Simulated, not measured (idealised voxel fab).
This is a process module. Its name is voxel capacitor over wiring.
235 nm wide, 5 nm square cells: that's cross-section cut.
Each cross-section below is a grid of square cells, stated as bands in top-down order, with one or more rows of cells making up each band. Each band's line starts with the height of the band's top and of its bottom, in nm. Then come its materials from left to right, each with its width in nm. One material with "edge to edge" fills the band from edge to edge. "empty" is empty space. Heights are measured from 0, the level below which the as-received wafer is all one material; the lowest band has no bottom and continues downward, written as in "0 down". You'd read "30..40" like this: the band's top row of cells is as wide as the first number, its bottom row is as wide as the second, and going down, every row changes width by the same amount as the row before did. "nothing got changed" for a step: no cell of the cross-section changed in that step. The entry "Enclosed void entries" lists the empty spaces that cover at least 8 cells and have no open path to the top. Each is written as width x height at distance, where the distance is measured from the left edge and all three values are in nm. Past the settings on a step's line: simulator remark, on that step. overlay nm: for a step with a mask, the amount by which the mask lay right of where it was planned; a negative amount means left of it.

# Process steps foreseen in the plan
- 1: RECEIVE, material Si
- 2: CONFORMAL_DEP, material SiO2, thk nm 10
- 3: DIRECTIONAL_DEP, material TiN, thk nm 5
- 4: DIRECTIONAL_DEP, material Ru, thk nm 20
- 5: MASKED_ETCH, tone cover, mask id METAL_1, width nm 25, pitch nm 75, etch materials Ru, depth nm 20, overlay nm 0
- 6: MASKED_ETCH, tone cover, mask id METAL_1, width nm 25, pitch nm 75, etch materials TiN, depth nm 5, overlay nm 0
- 7: FILL_DEP, material lowk, thk nm 5
- 8: CMP, height nm 35
- 9: CONFORMAL_DEP, material SiCN, thk nm 5
- 10: DIRECTIONAL_DEP, material SiO2, thk nm 10
- 11: PATTERN, tone open, mask id PLUG_1, material resist, width nm 15, thk nm 20, overlay nm 0
- 12: DIRECTIONAL_ETCH, etch materials SiO2, depth nm 10
- 13: DIRECTIONAL_ETCH, etch materials SiCN, depth nm 5
- 14: STRIP, etch materials resist
- 15: CONFORMAL_DEP, material TiN, thk nm 5
- 16: FILL_DEP, material Ru, thk nm 5
- 17: CMP, height nm 50
- 18: DIRECTIONAL_DEP, material TiN, thk nm 10
- 19: DIRECTIONAL_DEP, material SiN, thk nm 5
- 20: DIRECTIONAL_DEP, material TiN, thk nm 10
- 21: MASKED_ETCH, tone cover, mask id UPPER_PLATE, width nm 55, etch materials TiN, depth nm 10, overlay nm 0
- 22: MASKED_ETCH, tone cover, mask id UPPER_PLATE, width nm 55, etch materials SiN, depth nm 5, overlay nm 0
- 23: PATTERN, tone cover, mask id LOWER_PLATE, material resist, width nm 65, thk nm 20, overlay nm 0
- 24: DIRECTIONAL_ETCH, etch materials TiN, depth nm 10
- 25: STRIP, etch materials resist
- 26: FILL_DEP, material SiO2, thk nm 15
- 27: CMP, height nm 85
- 28: PATTERN, tone open, mask id PLUG_2, material resist, width nm 15, thk nm 15, overlay nm 0
- 29: DIRECTIONAL_ETCH, etch materials SiO2, depth nm 10
- 30: STRIP, etch materials resist
- 31: CONFORMAL_DEP, material TiN, thk nm 5
- 32: FILL_DEP, material Ru, thk nm 5
- 33: CMP, height nm 85
- 34: CONFORMAL_DEP, material SiN, thk nm 5

# The cross-section here shows the wafer as received, i.e. in its state after step 1
    0 down  Si edge to edge
    Enclosed void entries: none

# Cross-section at module end, one run error; start and plan unchanged from above
    90 to 85  SiN edge to edge
    85 to 80  SiO2=85 / TiN=5 / Ru=5 / TiN=5 / SiO2=135
    80 to 75  SiO2=85 / TiN=15 / SiO2=135
    75 to 65  SiO2=75 / TiN=55 / SiO2=105
    65 to 55  SiO2=70 / TiN=65 / SiO2=100
    55 to 50  SiN edge to edge
    50 to 40  SiO2=75 / TiN=5 / Ru=5 / TiN=5 / SiO2=145
    40 to 35  SiCN=75 / TiN=15 / SiCN=145
    35 to 15  lowk=65 / Ru=25 / lowk=50 / Ru=25 / lowk=70
    15 to 10  lowk=65 / TiN=25 / lowk=50 / TiN=25 / lowk=70
    10 to 0  SiO2 edge to edge
    0 down  Si edge to edge
    Enclosed void entries: none
What was done differently from what was planned? order of steps 18 and 19 inverted relative to the plan
